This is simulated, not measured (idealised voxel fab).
process module | voxel self aligned contacts
cross-section cut | 235 nm wide | cells 5 nm
A cross-section is a grid of square cells, given in bands from the top down. A band is one or more rows of cells.
Each band's line starts with the height of the band's top and of its bottom, in nm. Then come its materials from left to right, each with its width in nm. One material with "throughout" fills the band from edge to edge. "air" is empty space.
Height 0 is the level under which the wafer as received is all one material. The lowest band goes on downwards, as in "0 down".
A width such as "30 to 40" changes by the same amount from each row of cells to the next, from the band's top row to its bottom row.
"no change" after a step means that no cell of the cross-section changed.
closed voids: empty space of 8 cells or more with no open way to the top, each as width x height at its distance from the left edge, in nm
after a step's settings: what the simulator itself notes on the step
overlay nm, on a step with a mask: how far to the right of its planned place the mask lay; to the left if negative
plan
1 op RECEIVE | material Si
2 op CONFORMAL_DEP | material SiO2 | thk nm 5
3 op DIRECTIONAL_DEP | material polySi | thk nm 20
4 op DIRECTIONAL_DEP | material SiN | thk nm 25
5 op MASKED_ETCH | tone cover | mask id GATE | width nm 25 | pitch nm 65 | etch materials SiN | depth nm 25 | overlay nm 0
6 op MASKED_ETCH | tone cover | mask id GATE | width nm 25 | pitch nm 65 | etch materials polySi | depth nm 20 | overlay nm 0
7 op CONFORMAL_DEP | material SiN | thk nm 10
8 op DIRECTIONAL_ETCH | etch materials SiN | depth nm 10
9 op FILL_DEP | material SiO2 | thk nm 15
10 op CMP | height nm 60
11 op PATTERN | tone open | mask id CONTACT | material resist | width nm 50 | pitch nm 65 | thk nm 20 | overlay nm 0
12 op DIRECTIONAL_ETCH | etch materials SiO2 | depth nm 60
13 op STRIP | etch materials resist
14 op CONFORMAL_DEP | material TiN | thk nm 5
15 op FILL_DEP | material Ru | thk nm 10
16 op CMP | height nm 60
17 op CONFORMAL_DEP | material SiCN | thk nm 5
as received, after step 1
  0 down: Si throughout
  closed voids: none
first wafer at the end, as planned
  65 to 60: SiCN throughout
  60 to 50: SiO2 60 | TiN 5 to 20 | Ru 40 to 10 | TiN 5 to 20 | SiO2 15 | TiN 5 to 20 | Ru 40 to 10 | TiN 5 to 20 | SiO2 60
  50 to 25: SiO2 30 | SiN 45 | TiN 5 | Ru 10 | TiN 5 | SiN 45 | TiN 5 | Ru 10 | TiN 5 | SiN 45 | SiO2 30
  25 to 5: SiO2 30 | SiN 10 | polySi 25 | SiN 10 | TiN 5 | Ru 10 | TiN 5 | SiN 10 | polySi 25 | SiN 10 | TiN 5 | Ru 10 | TiN 5 | SiN 10 | polySi 25 | SiN 10 | SiO2 30
  5 to 0: SiO2 75 | TiN 20 | SiO2 45 | TiN 20 | SiO2 75
  0 down: Si throughout
  closed voids: none
second wafer at the end: like start, like plan, one mistake
  65 to 60: SiCN throughout
  60 to 55: Ru 55 | TiN 5 | SiO2 50 | TiN 5 | Ru 5 | TiN 5 | SiO2 50 | TiN 5 | Ru 55
  55 to 50: Ru 25 | TiN 35 | SiO2 50 | TiN 15 | SiO2 50 | TiN 35 | Ru 25
  50 to 25: Ru 25 | TiN 5 | SiN 45 | SiO2 20 | SiN 45 | SiO2 20 | SiN 45 | TiN 5 | Ru 25
  25 to 5: Ru 25 | TiN 5 | SiN 10 | polySi 25 | SiN 10 | SiO2 20 | SiN 10 | polySi 25 | SiN 10 | SiO2 20 | SiN 10 | polySi 25 | SiN 10 | TiN 5 | Ru 25
  5 to 0: TiN 30 | SiO2 175 | TiN 30
  0 down: Si throughout
  closed voids: none
what went wrong: step 11 ran as: op PATTERN | tone cover | mask id CONTACT | material resist | width nm 50 | pitch nm 65 | thk nm 20 | overlay nm 0
at the end the second wafer has, in cells: 67 more of Ru | 54 fewer of SiO2 | 13 fewer of TiN
